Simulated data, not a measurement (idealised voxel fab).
Presented below is a process module, voxel released beams.
In the cross-section labelled cut, the width is 255 nm and each square cell is 5 nm.
Just so we're on the same page, the cross-sections are grids of square cells, and they're listed out in bands top to bottom, each band one or more rows deep. The band entry comprises the height of the band's top followed by the height of its bottom, expressed in nm, and subsequently the band's materials from left to right, each stated together with its width in nm. Where a single material is marked with the word "edge to edge", that material fills the band from edge to edge. The word "air" represents empty space. Beneath 0, the wafer as received is one material, and that level is where height counting begins. The lowest band goes on downward without a bottom; it is written like "0 nm and below". So if you see something like "30->40" for the width, read it as the top row of the band sitting at the first number and the bottom row at the second, with every row in between moving by the same amount as the last. Where a step carries "remained the same", the cross-section came out of it unchanged, cell for cell. The list in "Unvented cavities" covers empty spaces of 8 cells or more that cannot reach the top through any open way, and it gives each as width x height at distance; the distance is from the left edge, and width, height and distance are in nm. Whatever follows a step's settings on its line is a remark the simulator itself makes about that step. For masked steps, "overlay nm" on the step line gives how far right of plan the mask actually lay; a minus sign means it lay to the left.

Steps planned for the process
| 1 | RECEIVE (material Si) |
| 2 | CONFORMAL_DEP (material Al2O3; thk nm 10) |
| 3 | DIRECTIONAL_DEP (material SiO2; thk nm 15) |
| 4 | PATTERN (tone open; mask id ANCHOR; material resist; width nm 35; thk nm 15; overlay nm 0) |
| 5 | DIRECTIONAL_ETCH (etch materials SiO2; depth nm 15) |
| 6 | STRIP (etch materials resist) |
| 7 | CONFORMAL_DEP (material polySi; thk nm 10) |
| 8 | PATTERN (tone cover; mask id BEAM; material resist; width nm 120; thk nm 15; overlay nm 0) |
| 9 | DIRECTIONAL_ETCH (etch materials polySi; depth nm 10) |
| 10 | STRIP (etch materials resist) |
| 11 | STRIP (etch materials SiO2) |

Cross-section: wafer on arrival = after step 1
* 0 nm and below | Si edge to edge
* Unvented cavities: none

Look at the cross-section after the module: the wafer started out the way shown above and the plan was the one shown above, yet one mistake was made along the way
* 25 nm to 15 nm | air (65) | polySi (15) | air (15) | polySi (90) | air (70)
* 15 nm to 10 nm | air (70) | polySi (10) | air (15) | polySi (10) | air (150)
* 10 nm to 0 nm | air (70) | polySi (35) | air (150)
* 0 nm and below | Si edge to edge
* Unvented cavities: none
Diagnosis: step 2 of the plan never got run, it was skipped over
